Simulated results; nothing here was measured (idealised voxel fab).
Name of the process module below: voxel transistor to metal
Square cells of 5 nm make up the cross-section cut, whose width is 170 nm.
Square cells in a grid make up a cross-section in this document, and the grid is given as bands, listed from the top down, each one or more rows of cells.
Basically the band line says how high the top is and how high the bottom is, in nm, and then what's in it from left to right, every material with its width in nm. Empty space shows up as "air", and if a single material carries "full width" it runs the full band edge to edge.
Zero point of the height axis is 0; under it, received wafer = one material. Lowest band: continues down indefinitely, "0 nm and below".
It should be noted that a width expressed as "30..40" varies in equal increments from row to row of cells within the band, taking the value of the first number at the top row and that of the second number at the bottom row.
You'll sometimes find "no modifications" written for a step, and that's the way of saying that nowhere in the cross-section did a cell change during that step.
Empty spaces without an open route to the top, at least 8 cells in extent, make up the entry "Enclosed void listing"; each is given as width x height at distance, where the distance is measured from the left edge, and all are in nm.
Anything after a step's settings on that line? It's the simulator's own note about the step.
You can add "overlay nm" to a step's line. For a step with a mask, it describes how far the mask lay to the right of its planned position, and a negative number describes a lay to the left.

-- Listed below are the process steps as planned
1 RECEIVE, material Si
2 OXIDIZE, depth nm 5
3 CONFORMAL_DEP, material SiN, thk nm 15
4 PATTERN, tone cover, mask id ACTIVE, material resist, width nm 110, thk nm 15, overlay nm 0
5 DIRECTIONAL_ETCH, etch materials SiN, depth nm 15
6 DIRECTIONAL_ETCH, etch materials SiO2, depth nm 5
7 DIRECTIONAL_ETCH, etch materials Si, depth nm 25
8 STRIP, etch materials resist
9 FILL_DEP, material SiO2, thk nm 15
10 CMP, height nm 15
11 SELECTIVE_ETCH, etch materials SiO2, depth nm 10
12 STRIP, etch materials SiN
13 SELECTIVE_ETCH, etch materials SiO2, depth nm 5
14 OXIDIZE, depth nm 5
15 DIRECTIONAL_DEP, material polySi, thk nm 30
16 DIRECTIONAL_DEP, material SiCN, thk nm 10
17 MASKED_ETCH, tone cover, mask id GATE, width nm 20, etch materials SiCN, depth nm 20, overlay nm 0
18 MASKED_ETCH, tone cover, mask id GATE, width nm 20, etch materials polySi, depth nm 40, overlay nm 0
19 CONFORMAL_DEP, material SiO2, thk nm 5
20 DIRECTIONAL_ETCH, etch materials SiO2, depth nm 5
21 CONFORMAL_DEP, material SiN, thk nm 5
22 DIRECTIONAL_ETCH, etch materials SiN, depth nm 5
23 DIRECTIONAL_ETCH, etch materials SiO2, depth nm 5
24 DIRECTIONAL_ETCH, etch materials Si, depth nm 15
25 EPI, material nSi, thk nm 20
26 FILL_DEP, material SiO2, thk nm 5
27 CMP, height nm 35
28 DIRECTIONAL_DEP, material SiO2, thk nm 15
29 PATTERN, tone open, mask id CONTACT, material resist, width nm 30, pitch nm 60, thk nm 15, overlay nm 0
30 DIRECTIONAL_ETCH, etch materials SiO2, depth nm 40
31 STRIP, etch materials resist
32 CONFORMAL_DEP, material TiN, thk nm 5
33 FILL_DEP, material W, thk nm 10
34 CMP, height nm 50
35 DIRECTIONAL_DEP, material TiN, thk nm 5
36 DIRECTIONAL_DEP, material W, thk nm 15
37 PATTERN, tone cover, mask id METAL_1, material resist, width nm 20, pitch nm 70, thk nm 15, overlay nm -15
38 DIRECTIONAL_ETCH, etch materials W, depth nm 15
39 DIRECTIONAL_ETCH, etch materials TiN, depth nm 5
40 STRIP, etch materials resist
41 CONFORMAL_DEP, material SiN, thk nm 5
42 FILL_DEP, material lowk, thk nm 10
43 CMP, height nm 70
44 CONFORMAL_DEP, material SiCN, thk nm 5
45 DIRECTIONAL_DEP, material lowk, thk nm 25
46 DIRECTIONAL_DEP, material aC, thk nm 10
47 PATTERN, tone open, mask id METAL_2_HOLES, material resist, width nm 15, pitch nm 70, thk nm 25, overlay nm 0
48 DIRECTIONAL_ETCH, etch materials aC, depth nm 10
49 STRIP, etch materials resist
50 DIRECTIONAL_ETCH, etch materials lowk, depth nm 25
51 STRIP, etch materials aC
52 MASKED_ETCH, tone open, mask id METAL_2, width nm 20, pitch nm 70, etch materials lowk, depth nm 15, overlay nm 0
53 MASKED_ETCH, tone open, mask id METAL_2, width nm 20, pitch nm 70, etch materials SiCN, depth nm 5, overlay nm 0
54 CONFORMAL_DEP, material TiN, thk nm 5
55 FILL_DEP, material Cu, thk nm 10
56 CMP, height nm 100
57 CONFORMAL_DEP, material SiCN, thk nm 5
varied across the wafers: overlay nm of step 37. The plan shows the first wafer's value. All wafers start alike

-- Received condition of the first of several wafers, sectioned: post-step 1
	0 nm and below: Si full width
	Enclosed void listing: none

-- The figure below presents a cross-section of the first of several wafers at the conclusion of the module, following its last step, step 57
	105 nm to 100 nm: SiCN full width
	100 nm to 90 nm: lowk=40; TiN=5; Cu=10; TiN=5; lowk=50; TiN=5; Cu=10; TiN=5; lowk=40
	90 nm to 85 nm: lowk=40; TiN=5; Cu=5; TiN=10; lowk=50; TiN=5; Cu=5; TiN=10; lowk=40
	85 nm to 75 nm: lowk=40; TiN=5; Cu=5; TiN=5; lowk=55; TiN=5; Cu=5; TiN=5; lowk=45
	75 nm to 70 nm: SiCN=40; TiN=15; SiCN=55; TiN=15; SiCN=45
	70 nm to 55 nm: lowk=20; SiN=5; W=20; SiN=5; lowk=40; SiN=5; W=20; SiN=5; lowk=50
	55 nm to 50 nm: SiN=25; TiN=20; SiN=50; TiN=20; SiN=55
	50 nm to 40 nm: SiO2=40; TiN=5; W=20; TiN=5; SiO2=30; TiN=5; W=20; TiN=5; SiO2=40
	40 nm to 35 nm: SiO2=40; TiN=5; W=15; TiN=10; SiO2=30; TiN=10; W=15; TiN=5; SiO2=40
	35 nm to 25 nm: SiO2=40; TiN=5; W=15; TiN=5; SiN=5; SiO2=5; SiCN=20; SiO2=5; SiN=5; TiN=5; W=15; TiN=5; SiO2=40
	25 nm to 15 nm: SiO2=40; TiN=5; W=15; TiN=5; SiN=5; SiO2=5; polySi=20; SiO2=5; SiN=5; TiN=5; W=15; TiN=5; SiO2=40
	15 nm to 10 nm: SiO2=40; TiN=25; SiN=5; SiO2=5; polySi=20; SiO2=5; SiN=5; TiN=25; SiO2=40
	10 nm to 0 nm: SiO2=25; nSi=40; SiN=5; SiO2=5; polySi=20; SiO2=5; SiN=5; nSi=40; SiO2=25
	0 nm to -5 nm: SiO2=25; nSi=5; SiN=5; nSi=30; SiN=5; SiO2=5; polySi=20; SiO2=5; SiN=5; nSi=30; SiN=5; nSi=5; SiO2=25
	-5 nm to -10 nm: SiO2=35; nSi=30; SiO2=40; nSi=30; SiO2=35
	-10 nm to -25 nm: SiO2=30; Si=5; nSi=30; Si=40; nSi=30; Si=5; SiO2=30
	-25 nm to -30 nm: SiO2=30; Si=110; SiO2=30
	-30 nm and below: Si full width
	Enclosed void listing: none

-- X-section, last wafer, module end
	105 nm to 100 nm: SiCN full width
	100 nm to 90 nm: lowk=40; TiN=5; Cu=10; TiN=5; lowk=50; TiN=5; Cu=10; TiN=5; lowk=40
	90 nm to 85 nm: lowk=40; TiN=5; Cu=5; TiN=10; lowk=50; TiN=5; Cu=5; TiN=10; lowk=40
	85 nm to 75 nm: lowk=40; TiN=5; Cu=5; TiN=5; lowk=55; TiN=5; Cu=5; TiN=5; lowk=45
	75 nm to 70 nm: SiCN=40; TiN=15; SiCN=55; TiN=15; SiCN=45
	70 nm to 55 nm: lowk=50; SiN=5; W=20; SiN=5; lowk=40; SiN=5; W=20; SiN=5; lowk=20
	55 nm to 50 nm: SiN=55; TiN=20; SiN=50; TiN=20; SiN=25
	50 nm to 40 nm: SiO2=40; TiN=5; W=20; TiN=5; SiO2=30; TiN=5; W=20; TiN=5; SiO2=40
	40 nm to 35 nm: SiO2=40; TiN=5; W=15; TiN=10; SiO2=30; TiN=10; W=15; TiN=5; SiO2=40
	35 nm to 25 nm: SiO2=40; TiN=5; W=15; TiN=5; SiN=5; SiO2=5; SiCN=20; SiO2=5; SiN=5; TiN=5; W=15; TiN=5; SiO2=40
	25 nm to 15 nm: SiO2=40; TiN=5; W=15; TiN=5; SiN=5; SiO2=5; polySi=20; SiO2=5; SiN=5; TiN=5; W=15; TiN=5; SiO2=40
	15 nm to 10 nm: SiO2=40; TiN=25; SiN=5; SiO2=5; polySi=20; SiO2=5; SiN=5; TiN=25; SiO2=40
	10 nm to 0 nm: SiO2=25; nSi=40; SiN=5; SiO2=5; polySi=20; SiO2=5; SiN=5; nSi=40; SiO2=25
	0 nm to -5 nm: SiO2=25; nSi=5; SiN=5; nSi=30; SiN=5; SiO2=5; polySi=20; SiO2=5; SiN=5; nSi=30; SiN=5; nSi=5; SiO2=25
	-5 nm to -10 nm: SiO2=35; nSi=30; SiO2=40; nSi=30; SiO2=35
	-10 nm to -25 nm: SiO2=30; Si=5; nSi=30; Si=40; nSi=30; Si=5; SiO2=30
	-25 nm to -30 nm: SiO2=30; Si=110; SiO2=30
	-30 nm and below: Si full width
	Enclosed void listing: none

-- Row per wafer, end-of-module: cell gain (+)/loss (-) by material since the wafer came in, then closed voids
overlay nm -15 | +14 Cu | -152 Si | +70 SiCN | +56 SiN | +262 SiO2 | +76 TiN | +70 W | +200 lowk | +94 nSi | +24 polySi | Enclosed void listing: none
overlay nm -10 | +14 Cu | -152 Si | +70 SiCN | +56 SiN | +262 SiO2 | +76 TiN | +70 W | +200 lowk | +94 nSi | +24 polySi | Enclosed void listing: none
overlay nm -5 | +14 Cu | -152 Si | +70 SiCN | +56 SiN | +262 SiO2 | +76 TiN | +70 W | +200 lowk | +94 nSi | +24 polySi | Enclosed void listing: none
overlay nm 0 | +14 Cu | -152 Si | +70 SiCN | +56 SiN | +262 SiO2 | +76 TiN | +70 W | +200 lowk | +94 nSi | +24 polySi | Enclosed void listing: none
overlay nm 5 | +14 Cu | -152 Si | +70 SiCN | +56 SiN | +262 SiO2 | +76 TiN | +70 W | +200 lowk | +94 nSi | +24 polySi | Enclosed void listing: none
overlay nm 10 | +14 Cu | -152 Si | +70 SiCN | +56 SiN | +262 SiO2 | +76 TiN | +70 W | +200 lowk | +94 nSi | +24 polySi | Enclosed void listing: none
overlay nm 15 | +14 Cu | -152 Si | +70 SiCN | +56 SiN | +262 SiO2 | +76 TiN | +70 W | +200 lowk | +94 nSi | +24 polySi | Enclosed void listing: none
